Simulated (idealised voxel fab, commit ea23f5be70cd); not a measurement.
The following is a process module called voxel self aligned contacts.
In the cross-section labelled cut, the width is 260 nm and each square cell is 5 nm.
Cross-section layout: square cells on a grid; listed as bands, top to bottom; a band spans one or more cell rows.
Read a band's entry like this: the first values are the height of its top and the height of its bottom in nm, and what follows is the sequence of materials from left to right, each with its width in nm. Note that "air" is empty space, and that a single material marked "throughout" reaches across the band from edge to edge.
We count height from 0. Below that, the starting wafer is all one material. The lowest band never ends at the bottom but goes on down; see "0 and below" for how that is written.
The width entry "30->40" should be interpreted row by row: the top row of cells in the band takes the first number, the bottom row takes the second number, and the change between adjacent rows is uniform throughout.
Take "everything unchanged" at face value: in the step it is given for, the cross-section changed in none of its cells.
In "Closed cavity list" the enclosed voids are listed, meaning empty spaces of 8 cells or larger without any opening to the top. The form is width x height at distance, distance from the left edge, units nm.
Heads up: the bit after the settings on a step's line is the simulator's remark on that step.
overlay nm: how far to the right of its planned place the mask lay on this masked step (negative: to the left).
Quick note on how to read the rest: it's all pairs. You get the cross-section before a process step and the one after, but the after one only goes down as far as the lowest band that changed. The step in between, with its settings, sits under the pair. Heads up, the pairs can come from different runs of this module on the same starting wafer, so don't assume a pair picks up from the one above unless its "Before the step" entry says it does.
**Before the step**
> 0 and below | Si throughout
> Closed cavity list: none
**Structure After Step**
> 5 down to 0 | SiO2 throughout
> Lower than 0, everything is as it was.
> Closed cavity list: none
the step between: CONFORMAL_DEP, material SiO2, thk nm 5
Before the step: = after-state of the pair above.
**Structure After Step**
> 30 down to 5 | polySi throughout
> Lower than 5, everything is as it was.
> Closed cavity list: none
the step between: DIRECTIONAL_DEP, material polySi, thk nm 25
Before the step: = after-state of the pair above.
**Structure After Step**
> 50 down to 30 | SiN throughout
> Lower than 30, everything is as it was.
> Closed cavity list: none
the step between: DIRECTIONAL_DEP, material SiN, thk nm 20
Before the step: = after-state of the pair above.
**Structure After Step**
> 60 down to 50 | aC throughout
> Lower than 50, everything is as it was.
> Closed cavity list: none
the step between: DIRECTIONAL_DEP, material aC, thk nm 10
Before the step: = after-state of the pair above.
**Structure After Step**
> 85 down to 60 | air 80 nm / resist 25 nm / air 45 nm / resist 25 nm / air 85 nm
> Lower than 60, everything is as it was.
> Closed cavity list: none
the step between: PATTERN, tone cover, mask id GATE, material resist, width nm 25, pitch nm 70, thk nm 25, overlay nm 0
Before the step: = after-state of the pair above.
**Structure After Step**
> 75 down to 60 | air 80 nm / resist 25 nm / air 45 nm / resist 25 nm / air 85 nm
> 60 down to 50 | air 80 nm / aC 25 nm / air 45 nm / aC 25 nm / air 85 nm
> Lower than 50, everything is as it was.
> Closed cavity list: none
the step between: DIRECTIONAL_ETCH, etch materials aC, depth nm 10
Before the step: = after-state of the pair above.
**Structure After Step**
> 60 down to 50 | air 80 nm / aC 25 nm / air 45 nm / aC 25 nm / air 85 nm
> Lower than 50, everything is as it was.
> Closed cavity list: none
the step between: STRIP, etch materials resist
Before the step: = after-state of the pair above.
**Structure After Step**
> 60 down to 50 | air 80 nm / aC 25 nm / air 45 nm / aC 25 nm / air 85 nm
> 50 down to 30 | air 80 nm / SiN 25 nm / air 45 nm / SiN 25 nm / air 85 nm
> Lower than 30, everything is as it was.
> Closed cavity list: none
the step between: DIRECTIONAL_ETCH, etch materials SiN, depth nm 20
Before the step: = after-state of the pair above.
**Structure After Step**
> 60 down to 50 | air 80 nm / aC 25 nm / air 45 nm / aC 25 nm / air 85 nm
> 50 down to 30 | air 80 nm / SiN 25 nm / air 45 nm / SiN 25 nm / air 85 nm
> 30 down to 5 | air 80 nm / polySi 25 nm / air 45 nm / polySi 25 nm / air 85 nm
> Lower than 5, everything is as it was.
> Closed cavity list: none
the step between: DIRECTIONAL_ETCH, etch materials polySi, depth nm 25
Before the step: = after-state of the pair above.
**Structure After Step**
> 50 down to 30 | air 80 nm / SiN 25 nm / air 45 nm / SiN 25 nm / air 85 nm
> Lower than 30, everything is as it was.
> Closed cavity list: none
the step between: STRIP, etch materials aC
Before the step: = after-state of the pair above.
**Structure After Step**
> 60 down to 30 | air 70 nm / SiN 45 nm / air 25 nm / SiN 45 nm / air 75 nm
> 30 down to 15 | air 70 nm / SiN 10 nm / polySi 25 nm / SiN 10 nm / air 25 nm / SiN 10 nm / polySi 25 nm / SiN 10 nm / air 75 nm
> 15 down to 5 | SiN 80 nm / polySi 25 nm / SiN 45 nm / polySi 25 nm / SiN 85 nm
> Lower than 5, everything is as it was.
> Closed cavity list: none
the step between: CONFORMAL_DEP, material SiN, thk nm 10
Before the step: = after-state of the pair above.
**Structure After Step**
> 50 down to 30 | air 70 nm / SiN 45 nm / air 25 nm / SiN 45 nm / air 75 nm
> 30 down to 5 | air 70 nm / SiN 10 nm / polySi 25 nm / SiN 10 nm / air 25 nm / SiN 10 nm / polySi 25 nm / SiN 10 nm / air 75 nm
> Lower than 5, everything is as it was.
> Closed cavity list: none
the step between: DIRECTIONAL_ETCH, etch materials SiN, depth nm 10
Before the step: = after-state of the pair above.
**Structure After Step**
> 65 down to 50 | SiO2 throughout
> 50 down to 30 | SiO2 70 nm / SiN 45 nm / SiO2 25 nm / SiN 45 nm / SiO2 75 nm
> 30 down to 5 | SiO2 70 nm / SiN 10 nm / polySi 25 nm / SiN 10 nm / SiO2 25 nm / SiN 10 nm / polySi 25 nm / SiN 10 nm / SiO2 75 nm
> Lower than 5, everything is as it was.
> Closed cavity list: none
the step between: FILL_DEP, material SiO2, thk nm 15
Before the step: = after-state of the pair above.
**Structure After Step**
> 55 down to 50 | SiO2 throughout
> Lower than 50, everything is as it was.
> Closed cavity list: none
the step between: CMP, height nm 55
Before the step: = after-state of the pair above.
**Structure After Step**
> 55 down to 50 | SiO2 100 nm / air 55 nm / SiO2 105 nm
> 50 down to 30 | SiO2 70 nm / SiN 45 nm / air 25 nm / SiN 45 nm / SiO2 75 nm
> 30 down to 5 | SiO2 70 nm / SiN 10 nm / polySi 25 nm / SiN 10 nm / air 25 nm / SiN 10 nm / polySi 25 nm / SiN 10 nm / SiO2 75 nm
> 5 down to 0 | SiO2 115 nm / air 25 nm / SiO2 120 nm
> Lower than 0, everything is as it was.
> Closed cavity list: none
the step between: MASKED_ETCH, tone open, mask id CONTACT, width nm 55, etch materials SiO2, depth nm 55, overlay nm 0
Before the step: = after-state of the pair above.
**Structure After Step**
> 60 down to 55 | TiN 105 nm / air 45 nm / TiN 110 nm
> 55 down to 50 | SiO2 100 nm / TiN 20 nm / air 15 nm / TiN 20 nm / SiO2 105 nm
> 50 down to 30 | SiO2 70 nm / SiN 45 nm / TiN 5 nm / air 15 nm / TiN 5 nm / SiN 45 nm / SiO2 75 nm
> 30 down to 5 | SiO2 70 nm / SiN 10 nm / polySi 25 nm / SiN 10 nm / TiN 5 nm / air 15 nm / TiN 5 nm / SiN 10 nm / polySi 25 nm / SiN 10 nm / SiO2 75 nm
> 5 down to 0 | SiO2 115 nm / TiN 25 nm / SiO2 120 nm
> Lower than 0, everything is as it was.
> Closed cavity list: none
the step between: CONFORMAL_DEP, material TiN, thk nm 5
Before the step: = after-state of the pair above.
**Structure After Step**
> 65 down to 60 | W throughout
> 60 down to 55 | TiN 105 nm / W 45 nm / TiN 110 nm
> 55 down to 50 | SiO2 100 nm / TiN 20 nm / W 15 nm / TiN 20 nm / SiO2 105 nm
> 50 down to 30 | SiO2 70 nm / SiN 45 nm / TiN 5 nm / W 15 nm / TiN 5 nm / SiN 45 nm / SiO2 75 nm
> 30 down to 5 | SiO2 70 nm / SiN 10 nm / polySi 25 nm / SiN 10 nm / TiN 5 nm / W 15 nm / TiN 5 nm / SiN 10 nm / polySi 25 nm / SiN 10 nm / SiO2 75 nm
> Lower than 5, everything is as it was.
> Closed cavity list: none
the step between: FILL_DEP, material W, thk nm 5
Before the step: = after-state of the pair above.
**Structure After Step**
> 55 down to 50 | SiO2 100 nm / TiN 20 nm / W 15 nm / TiN 20 nm / SiO2 105 nm
> Lower than 50, everything is as it was.
> Closed cavity list: none
the step between: CMP, height nm 55
Before the step: = after-state of the pair above.
**Structure After Step**
> 60 down to 55 | SiCN throughout
> Lower than 55, everything is as it was.
> Closed cavity list: none
the step between: CONFORMAL_DEP, material SiCN, thk nm 5
**Before the step**
> 0 and below | Si throughout
> Closed cavity list: none
**Structure After Step**
> 25 down to 0 | polySi throughout
> Lower than 0, everything is as it was.
> Closed cavity list: none
the step between: DIRECTIONAL_DEP, material polySi, thk nm 25
Before the step: = after-state of the pair above.
**Structure After Step**
> 45 down to 25 | SiN throughout
> Lower than 25, everything is as it was.
> Closed cavity list: none
the step between: DIRECTIONAL_DEP, material SiN, thk nm 20
Before the step: = after-state of the pair above.
**Structure After Step**
> 55 down to 45 | aC throughout
> Lower than 45, everything is as it was.
> Closed cavity list: none
the step between: DIRECTIONAL_DEP, material aC, thk nm 10
Before the step: = after-state of the pair above.
**Structure After Step**
> 80 down to 55 | air 80 nm / resist 25 nm / air 45 nm / resist 25 nm / air 85 nm
> Lower than 55, everything is as it was.
> Closed cavity list: none
the step between: PATTERN, tone cover, mask id GATE, material resist, width nm 25, pitch nm 70, thk nm 25, overlay nm 0
Before the step: = after-state of the pair above.
**Structure After Step**
> 70 down to 55 | air 80 nm / resist 25 nm / air 45 nm / resist 25 nm / air 85 nm
> 55 down to 45 | air 80 nm / aC 25 nm / air 45 nm / aC 25 nm / air 85 nm
> Lower than 45, everything is as it was.
> Closed cavity list: none
the step between: DIRECTIONAL_ETCH, etch materials aC, depth nm 10
Before the step: = after-state of the pair above.
**Structure After Step**
> 55 down to 45 | air 80 nm / aC 25 nm / air 45 nm / aC 25 nm / air 85 nm
> Lower than 45, everything is as it was.
> Closed cavity list: none
the step between: STRIP, etch materials resist
Before the step: = after-state of the pair above.
**Structure After Step**
> 55 down to 45 | air 80 nm / aC 25 nm / air 45 nm / aC 25 nm / air 85 nm
> 45 down to 25 | air 80 nm / SiN 25 nm / air 45 nm / SiN 25 nm / air 85 nm
> Lower than 25, everything is as it was.
> Closed cavity list: none
the step between: DIRECTIONAL_ETCH, etch materials SiN, depth nm 20
Before the step: = after-state of the pair above.
**Structure After Step**
> 55 down to 45 | air 80 nm / aC 25 nm / air 45 nm / aC 25 nm / air 85 nm
> 45 down to 25 | air 80 nm / SiN 25 nm / air 45 nm / SiN 25 nm / air 85 nm
> 25 down to 0 | air 80 nm / polySi 25 nm / air 45 nm / polySi 25 nm / air 85 nm
> Lower than 0, everything is as it was.
> Closed cavity list: none
the step between: DIRECTIONAL_ETCH, etch materials polySi, depth nm 25
Before the step: = after-state of the pair above.
**Structure After Step**
> 45 down to 25 | air 80 nm / SiN 25 nm / air 45 nm / SiN 25 nm / air 85 nm
> Lower than 25, everything is as it was.
> Closed cavity list: none
the step between: STRIP, etch materials aC
Before the step: = after-state of the pair above.
**Structure After Step**
> 55 down to 25 | air 70 nm / SiN 45 nm / air 25 nm / SiN 45 nm / air 75 nm
> 25 down to 10 | air 70 nm / SiN 10 nm / polySi 25 nm / SiN 10 nm / air 25 nm / SiN 10 nm / polySi 25 nm / SiN 10 nm / air 75 nm
> 10 down to 0 | SiN 80 nm / polySi 25 nm / SiN 45 nm / polySi 25 nm / SiN 85 nm
> Lower than 0, everything is as it was.
> Closed cavity list: none
the step between: CONFORMAL_DEP, material SiN, thk nm 10
Before the step: = after-state of the pair above.
**Structure After Step**
> 45 down to 25 | air 70 nm / SiN 45 nm / air 25 nm / SiN 45 nm / air 75 nm
> 25 down to 0 | air 70 nm / SiN 10 nm / polySi 25 nm / SiN 10 nm / air 25 nm / SiN 10 nm / polySi 25 nm / SiN 10 nm / air 75 nm
> Lower than 0, everything is as it was.
> Closed cavity list: none
the step between: DIRECTIONAL_ETCH, etch materials SiN, depth nm 10
Before the step: = after-state of the pair above.
**Structure After Step**
> 60 down to 45 | SiO2 throughout
> 45 down to 25 | SiO2 70 nm / SiN 45 nm / SiO2 25 nm / SiN 45 nm / SiO2 75 nm
> 25 down to 0 | SiO2 70 nm / SiN 10 nm / polySi 25 nm / SiN 10 nm / SiO2 25 nm / SiN 10 nm / polySi 25 nm / SiN 10 nm / SiO2 75 nm
> Lower than 0, everything is as it was.
> Closed cavity list: none
the step between: FILL_DEP, material SiO2, thk nm 15
Before the step: = after-state of the pair above.
**Structure After Step**
> 55 down to 45 | SiO2 throughout
> Lower than 45, everything is as it was.
> Closed cavity list: none
the step between: CMP, height nm 55
Before the step: = after-state of the pair above.
**Structure After Step**
> 55 down to 45 | SiO2 100 nm / air 55 nm / SiO2 105 nm
> 45 down to 25 | SiO2 70 nm / SiN 45 nm / air 25 nm / SiN 45 nm / SiO2 75 nm
> 25 down to 0 | SiO2 70 nm / SiN 10 nm / polySi 25 nm / SiN 10 nm / air 25 nm / SiN 10 nm / polySi 25 nm / SiN 10 nm / SiO2 75 nm
> Lower than 0, everything is as it was.
> Closed cavity list: none
the step between: MASKED_ETCH, tone open, mask id CONTACT, width nm 55, etch materials SiO2, depth nm 55, overlay nm 0
Before the step: = after-state of the pair above.
**Structure After Step**
> 60 down to 55 | TiN 105 nm / air 45 nm / TiN 110 nm
> 55 down to 45 | SiO2 100 nm / TiN 5->20 nm / air 45->15 nm / TiN 5->20 nm / SiO2 105 nm
> 45 down to 25 | SiO2 70 nm / SiN 45 nm / TiN 5 nm / air 15 nm / TiN 5 nm / SiN 45 nm / SiO2 75 nm
> 25 down to 5 | SiO2 70 nm / SiN 10 nm / polySi 25 nm / SiN 10 nm / TiN 5 nm / air 15 nm / TiN 5 nm / SiN 10 nm / polySi 25 nm / SiN 10 nm / SiO2 75 nm
> 5 down to 0 | SiO2 70 nm / SiN 10 nm / polySi 25 nm / SiN 10 nm / TiN 25 nm / SiN 10 nm / polySi 25 nm / SiN 10 nm / SiO2 75 nm
> Lower than 0, everything is as it was.
> Closed cavity list: none
the step between: CONFORMAL_DEP, material TiN, thk nm 5
Before the step: = after-state of the pair above.
**Structure After Step**
> 65 down to 60 | W throughout
> 60 down to 55 | TiN 105 nm / W 45 nm / TiN 110 nm
> 55 down to 45 | SiO2 100 nm / TiN 5->20 nm / W 45->15 nm / TiN 5->20 nm / SiO2 105 nm
> 45 down to 25 | SiO2 70 nm / SiN 45 nm / TiN 5 nm / W 15 nm / TiN 5 nm / SiN 45 nm / SiO2 75 nm
> 25 down to 5 | SiO2 70 nm / SiN 10 nm / polySi 25 nm / SiN 10 nm / TiN 5 nm / W 15 nm / TiN 5 nm / SiN 10 nm / polySi 25 nm / SiN 10 nm / SiO2 75 nm
> Lower than 5, everything is as it was.
> Closed cavity list: none
the step between: FILL_DEP, material W, thk nm 5
Before the step: = after-state of the pair above.
**Structure After Step**
> 55 down to 45 | SiO2 100 nm / TiN 5->20 nm / W 45->15 nm / TiN 5->20 nm / SiO2 105 nm
> Lower than 45, everything is as it was.
> Closed cavity list: none
the step between: CMP, height nm 55
Before the step: = after-state of the pair above.
**Structure After Step**
> 60 down to 55 | SiCN throughout
> Lower than 55, everything is as it was.
> Closed cavity list: none
the step between: CONFORMAL_DEP, material SiCN, thk nm 5
**Before the step**
> 50 down to 30 | SiN throughout
> 30 down to 5 | polySi throughout
> 5 down to 0 | SiO2 throughout
> 0 and below | Si throughout
> Closed cavity list: none
**Structure After Step**
> 70 down to 30 | SiN throughout
> Lower than 30, everything is as it was.
> Closed cavity list: none
the step between: DIRECTIONAL_DEP, material SiN, thk nm 20
Before the step: = after-state of the pair above.
**Structure After Step**
> 80 down to 70 | aC throughout
> Lower than 70, everything is as it was.
> Closed cavity list: none
the step between: DIRECTIONAL_DEP, material aC, thk nm 10
Before the step: = after-state of the pair above.
**Structure After Step**
> 105 down to 80 | air 80 nm / resist 25 nm / air 45 nm / resist 25 nm / air 85 nm
> Lower than 80, everything is as it was.
> Closed cavity list: none
the step between: PATTERN, tone cover, mask id GATE, material resist, width nm 25, pitch nm 70, thk nm 25, overlay nm 0
Before the step: = after-state of the pair above.
**Structure After Step**
> 95 down to 80 | air 80 nm / resist 25 nm / air 45 nm / resist 25 nm / air 85 nm
> 80 down to 70 | air 80 nm / aC 25 nm / air 45 nm / aC 25 nm / air 85 nm
> Lower than 70, everything is as it was.
> Closed cavity list: none
the step between: DIRECTIONAL_ETCH, etch materials aC, depth nm 10
Before the step: = after-state of the pair above.
**Structure After Step**
> 80 down to 70 | air 80 nm / aC 25 nm / air 45 nm / aC 25 nm / air 85 nm
> Lower than 70, everything is as it was.
> Closed cavity list: none
the step between: STRIP, etch materials resist
Before the step: = after-state of the pair above.
**Structure After Step**
> 80 down to 70 | air 80 nm / aC 25 nm / air 45 nm / aC 25 nm / air 85 nm
> 70 down to 50 | air 80 nm / SiN 25 nm / air 45 nm / SiN 25 nm / air 85 nm
> Lower than 50, everything is as it was.
> Closed cavity list: none
the step between: DIRECTIONAL_ETCH, etch materials SiN, depth nm 20
Before the step: = after-state of the pair above.
**Structure After Step**
> 70 down to 50 | air 80 nm / SiN 25 nm / air 45 nm / SiN 25 nm / air 85 nm
> Lower than 50, everything is as it was.
> Closed cavity list: none
the step between: STRIP, etch materials aC
Before the step: = after-state of the pair above.
**Structure After Step**
> 80 down to 60 | air 70 nm / SiN 45 nm / air 25 nm / SiN 45 nm / air 75 nm
> 60 down to 30 | SiN throughout
> Lower than 30, everything is as it was.
> Closed cavity list: none
the step between: CONFORMAL_DEP, material SiN, thk nm 10
Before the step: = after-state of the pair above.
**Structure After Step**
> 70 down to 50 | air 70 nm / SiN 45 nm / air 25 nm / SiN 45 nm / air 75 nm
> Lower than 50, everything is as it was.
> Closed cavity list: none
the step between: DIRECTIONAL_ETCH, etch materials SiN, depth nm 10
Before the step: = after-state of the pair above.
**Structure After Step**
> 85 down to 70 | SiO2 throughout
> 70 down to 50 | SiO2 70 nm / SiN 45 nm / SiO2 25 nm / SiN 45 nm / SiO2 75 nm
> Lower than 50, everything is as it was.
> Closed cavity list: none
the step between: FILL_DEP, material SiO2, thk nm 15
Before the step: = after-state of the pair above.
**Structure After Step**
> 55 down to 50 | SiO2 70 nm / SiN 45 nm / SiO2 25 nm / SiN 45 nm / SiO2 75 nm
> Lower than 50, everything is as it was.
> Closed cavity list: none
the step between: CMP, height nm 55
Before the step: = after-state of the pair above.
**Structure After Step**
> 55 down to 50 | SiO2 70 nm / SiN 45 nm / air 25 nm / SiN 45 nm / SiO2 75 nm
> Lower than 50, everything is as it was.
> Closed cavity list: none
the step between: MASKED_ETCH, tone open, mask id CONTACT, width nm 55, etch materials SiO2, depth nm 55, overlay nm 0
Before the step: = after-state of the pair above.
**Structure After Step**
> 60 down to 55 | TiN 120 nm / air 15 nm / TiN 125 nm
> 55 down to 50 | SiO2 70 nm / SiN 45 nm / TiN 25 nm / SiN 45 nm / SiO2 75 nm
> Lower than 50, everything is as it was.
> Closed cavity list: none
the step between: CONFORMAL_DEP, material TiN, thk nm 5
Before the step: = after-state of the pair above.
**Structure After Step**
> 65 down to 60 | W throughout
> 60 down to 55 | TiN 120 nm / W 15 nm / TiN 125 nm
> Lower than 55, everything is as it was.
> Closed cavity list: none
the step between: FILL_DEP, material W, thk nm 5
Before the step: = after-state of the pair above.
**Structure After Step**
> 55 down to 50 | SiO2 70 nm / SiN 45 nm / TiN 25 nm / SiN 45 nm / SiO2 75 nm
> Lower than 50, everything is as it was.
> Closed cavity list: none
the step between: CMP, height nm 55
Before the step: = after-state of the pair above.
**Structure After Step**
> 60 down to 55 | SiCN throughout
> Lower than 55, everything is as it was.
> Closed cavity list: none
the step between: CONFORMAL_DEP, material SiCN, thk nm 5
**Before the step**
> 5 down to 0 | SiO2 throughout
> 0 and below | Si throughout
> Closed cavity list: none
**Structure After Step**
> 25 down to 5 | SiN throughout
> Lower than 5, everything is as it was.
> Closed cavity list: none
the step between: DIRECTIONAL_DEP, material SiN, thk nm 20
Before the step: = after-state of the pair above.
**Structure After Step**
> 50 down to 25 | polySi throughout
> Lower than 25, everything is as it was.
> Closed cavity list: none
the step between: DIRECTIONAL_DEP, material polySi, thk nm 25
Before the step: = after-state of the pair above.
**Structure After Step**
> 60 down to 50 | aC throughout
> Lower than 50, everything is as it was.
> Closed cavity list: none
the step between: DIRECTIONAL_DEP, material aC, thk nm 10
Before the step: = after-state of the pair above.
**Structure After Step**
> 85 down to 60 | air 80 nm / resist 25 nm / air 45 nm / resist 25 nm / air 85 nm
> Lower than 60, everything is as it was.
> Closed cavity list: none
the step between: PATTERN, tone cover, mask id GATE, material resist, width nm 25, pitch nm 70, thk nm 25, overlay nm 0
Before the step: = after-state of the pair above.
**Structure After Step**
> 75 down to 60 | air 80 nm / resist 25 nm / air 45 nm / resist 25 nm / air 85 nm
> 60 down to 50 | air 80 nm / aC 25 nm / air 45 nm / aC 25 nm / air 85 nm
> Lower than 50, everything is as it was.
> Closed cavity list: none
the step between: DIRECTIONAL_ETCH, etch materials aC, depth nm 10
Before the step: = after-state of the pair above.
**Structure After Step**
> 60 down to 50 | air 80 nm / aC 25 nm / air 45 nm / aC 25 nm / air 85 nm
> Lower than 50, everything is as it was.
> Closed cavity list: none
the step between: STRIP, etch materials resist
Before the step: = after-state of the pair above.
**Structure After Step**
> 60 down to 50 | air 80 nm / aC 25 nm / air 45 nm / aC 25 nm / air 85 nm
> 50 down to 25 | air 80 nm / polySi 25 nm / air 45 nm / polySi 25 nm / air 85 nm
> Lower than 25, everything is as it was.
> Closed cavity list: none
the step between: DIRECTIONAL_ETCH, etch materials polySi, depth nm 25
Before the step: = after-state of the pair above.
**Structure After Step**
> 50 down to 25 | air 80 nm / polySi 25 nm / air 45 nm / polySi 25 nm / air 85 nm
> Lower than 25, everything is as it was.
> Closed cavity list: none
the step between: STRIP, etch materials aC
Before the step: = after-state of the pair above.
**Structure After Step**
> 60 down to 50 | air 70 nm / SiN 45 nm / air 25 nm / SiN 45 nm / air 75 nm
> 50 down to 35 | air 70 nm / SiN 10 nm / polySi 25 nm / SiN 10 nm / air 25 nm / SiN 10 nm / polySi 25 nm / SiN 10 nm / air 75 nm
> 35 down to 25 | SiN 80 nm / polySi 25 nm / SiN 45 nm / polySi 25 nm / SiN 85 nm
> Lower than 25, everything is as it was.
> Closed cavity list: none
the step between: CONFORMAL_DEP, material SiN, thk nm 10
Before the step: = after-state of the pair above.
**Structure After Step**
> 50 down to 25 | air 70 nm / SiN 10 nm / polySi 25 nm / SiN 10 nm / air 25 nm / SiN 10 nm / polySi 25 nm / SiN 10 nm / air 75 nm
> Lower than 25, everything is as it was.
> Closed cavity list: none
the step between: DIRECTIONAL_ETCH, etch materials SiN, depth nm 10
Before the step: = after-state of the pair above.
**Structure After Step**
> 65 down to 50 | SiO2 throughout
> 50 down to 25 | SiO2 70 nm / SiN 10 nm / polySi 25 nm / SiN 10 nm / SiO2 25 nm / SiN 10 nm / polySi 25 nm / SiN 10 nm / SiO2 75 nm
> Lower than 25, everything is as it was.
> Closed cavity list: none
the step between: FILL_DEP, material SiO2, thk nm 15
Before the step: = after-state of the pair above.
**Structure After Step**
> 55 down to 50 | SiO2 throughout
> Lower than 50, everything is as it was.
> Closed cavity list: none
the step between: CMP, height nm 55
Before the step: = after-state of the pair above.
**Structure After Step**
> 55 down to 50 | SiO2 100 nm / air 55 nm / SiO2 105 nm
> 50 down to 25 | SiO2 70 nm / SiN 10 nm / polySi 25 nm / SiN 10 nm / air 25 nm / SiN 10 nm / polySi 25 nm / SiN 10 nm / SiO2 75 nm
> Lower than 25, everything is as it was.
> Closed cavity list: none
the step between: MASKED_ETCH, tone open, mask id CONTACT, width nm 55, etch materials SiO2, depth nm 55, overlay nm 0
Before the step: = after-state of the pair above.
**Structure After Step**
> 60 down to 55 | TiN 105 nm / air 45 nm / TiN 110 nm
> 55 down to 50 | SiO2 100 nm / TiN 20 nm / air 15 nm / TiN 20 nm / SiO2 105 nm
> 50 down to 30 | SiO2 70 nm / SiN 10 nm / polySi 25 nm / SiN 10 nm / TiN 5 nm / air 15 nm / TiN 5 nm / SiN 10 nm / polySi 25 nm / SiN 10 nm / SiO2 75 nm
> 30 down to 25 | SiO2 70 nm / SiN 10 nm / polySi 25 nm / SiN 10 nm / TiN 25 nm / SiN 10 nm / polySi 25 nm / SiN 10 nm / SiO2 75 nm
> Lower than 25, everything is as it was.
> Closed cavity list: none
the step between: CONFORMAL_DEP, material TiN, thk nm 5
Before the step: = after-state of the pair above.
**Structure After Step**
> 65 down to 60 | W throughout
> 60 down to 55 | TiN 105 nm / W 45 nm / TiN 110 nm
> 55 down to 50 | SiO2 100 nm / TiN 20 nm / W 15 nm / TiN 20 nm / SiO2 105 nm
> 50 down to 30 | SiO2 70 nm / SiN 10 nm / polySi 25 nm / SiN 10 nm / TiN 5 nm / W 15 nm / TiN 5 nm / SiN 10 nm / polySi 25 nm / SiN 10 nm / SiO2 75 nm
> Lower than 30, everything is as it was.
> Closed cavity list: none
the step between: FILL_DEP, material W, thk nm 5
Before the step: = after-state of the pair above.
**Structure After Step**
> 55 down to 50 | SiO2 100 nm / TiN 20 nm / W 15 nm / TiN 20 nm / SiO2 105 nm
> Lower than 50, everything is as it was.
> Closed cavity list: none
the step between: CMP, height nm 55
Before the step: = after-state of the pair above.
**Structure After Step**
> 60 down to 55 | SiCN throughout
> Lower than 55, everything is as it was.
> Closed cavity list: none
the step between: CONFORMAL_DEP, material SiCN, thk nm 5
**Before the step**
> 5 down to 0 | SiO2 throughout
> 0 and below | Si throughout
> Closed cavity list: none
**Structure After Step**
> 40 down to 5 | polySi throughout
> Lower than 5, everything is as it was.
> Closed cavity list: none
the step between: DIRECTIONAL_DEP, material polySi, thk nm 35
Before the step: = after-state of the pair above.
**Structure After Step**
> 60 down to 40 | SiN throughout
> Lower than 40, everything is as it was.
> Closed cavity list: none
the step between: DIRECTIONAL_DEP, material SiN, thk nm 20
Before the step: = after-state of the pair above.
**Structure After Step**
> 70 down to 60 | aC throughout
> Lower than 60, everything is as it was.
> Closed cavity list: none
the step between: DIRECTIONAL_DEP, material aC, thk nm 10
Before the step: = after-state of the pair above.
**Structure After Step**
> 95 down to 70 | air 80 nm / resist 25 nm / air 45 nm / resist 25 nm / air 85 nm
> Lower than 70, everything is as it was.
> Closed cavity list: none
the step between: PATTERN, tone cover, mask id GATE, material resist, width nm 25, pitch nm 70, thk nm 25, overlay nm 0
Before the step: = after-state of the pair above.
**Structure After Step**
> 85 down to 70 | air 80 nm / resist 25 nm / air 45 nm / resist 25 nm / air 85 nm
> 70 down to 60 | air 80 nm / aC 25 nm / air 45 nm / aC 25 nm / air 85 nm
> Lower than 60, everything is as it was.
> Closed cavity list: none
the step between: DIRECTIONAL_ETCH, etch materials aC, depth nm 10
Before the step: = after-state of the pair above.
**Structure After Step**
> 70 down to 60 | air 80 nm / aC 25 nm / air 45 nm / aC 25 nm / air 85 nm
> Lower than 60, everything is as it was.
> Closed cavity list: none
the step between: STRIP, etch materials resist
Before the step: = after-state of the pair above.
**Structure After Step**
> 70 down to 60 | air 80 nm / aC 25 nm / air 45 nm / aC 25 nm / air 85 nm
> 60 down to 40 | air 80 nm / SiN 25 nm / air 45 nm / SiN 25 nm / air 85 nm
> Lower than 40, everything is as it was.
> Closed cavity list: none
the step between: DIRECTIONAL_ETCH, etch materials SiN, depth nm 20
Before the step: = after-state of the pair above.
**Structure After Step**
> 70 down to 60 | air 80 nm / aC 25 nm / air 45 nm / aC 25 nm / air 85 nm
> 60 down to 40 | air 80 nm / SiN 25 nm / air 45 nm / SiN 25 nm / air 85 nm
> 40 down to 15 | air 80 nm / polySi 25 nm / air 45 nm / polySi 25 nm / air 85 nm
> Lower than 15, everything is as it was.
> Closed cavity list: none
the step between: DIRECTIONAL_ETCH, etch materials polySi, depth nm 25
Before the step: = after-state of the pair above.
**Structure After Step**
> 60 down to 40 | air 80 nm / SiN 25 nm / air 45 nm / SiN 25 nm / air 85 nm
> Lower than 40, everything is as it was.
> Closed cavity list: none
the step between: STRIP, etch materials aC
Before the step: = after-state of the pair above.
**Structure After Step**
> 70 down to 40 | air 70 nm / SiN 45 nm / air 25 nm / SiN 45 nm / air 75 nm
> 40 down to 25 | air 70 nm / SiN 10 nm / polySi 25 nm / SiN 10 nm / air 25 nm / SiN 10 nm / polySi 25 nm / SiN 10 nm / air 75 nm
> 25 down to 15 | SiN 80 nm / polySi 25 nm / SiN 45 nm / polySi 25 nm / SiN 85 nm
> Lower than 15, everything is as it was.
> Closed cavity list: none
the step between: CONFORMAL_DEP, material SiN, thk nm 10
Before the step: = after-state of the pair above.
**Structure After Step**
> 60 down to 40 | air 70 nm / SiN 45 nm / air 25 nm / SiN 45 nm / air 75 nm
> 40 down to 15 | air 70 nm / SiN 10 nm / polySi 25 nm / SiN 10 nm / air 25 nm / SiN 10 nm / polySi 25 nm / SiN 10 nm / air 75 nm
> Lower than 15, everything is as it was.
> Closed cavity list: none
the step between: DIRECTIONAL_ETCH, etch materials SiN, depth nm 10
Before the step: = after-state of the pair above.
**Structure After Step**
> 75 down to 60 | SiO2 throughout
> 60 down to 40 | SiO2 70 nm / SiN 45 nm / SiO2 25 nm / SiN 45 nm / SiO2 75 nm
> 40 down to 15 | SiO2 70 nm / SiN 10 nm / polySi 25 nm / SiN 10 nm / SiO2 25 nm / SiN 10 nm / polySi 25 nm / SiN 10 nm / SiO2 75 nm
> Lower than 15, everything is as it was.
> Closed cavity list: none
the step between: FILL_DEP, material SiO2, thk nm 15
Before the step: = after-state of the pair above.
**Structure After Step**
> 55 down to 40 | SiO2 70 nm / SiN 45 nm / SiO2 25 nm / SiN 45 nm / SiO2 75 nm
> Lower than 40, everything is as it was.
> Closed cavity list: none
the step between: CMP, height nm 55
Before the step: = after-state of the pair above.
**Structure After Step**
> 55 down to 40 | SiO2 70 nm / SiN 45 nm / air 25 nm / SiN 45 nm / SiO2 75 nm
> 40 down to 15 | SiO2 70 nm / SiN 10 nm / polySi 25 nm / SiN 10 nm / air 25 nm / SiN 10 nm / polySi 25 nm / SiN 10 nm / SiO2 75 nm
> Lower than 15, everything is as it was.
> Closed cavity list: none
the step between: MASKED_ETCH, tone open, mask id CONTACT, width nm 55, etch materials SiO2, depth nm 55, overlay nm 0
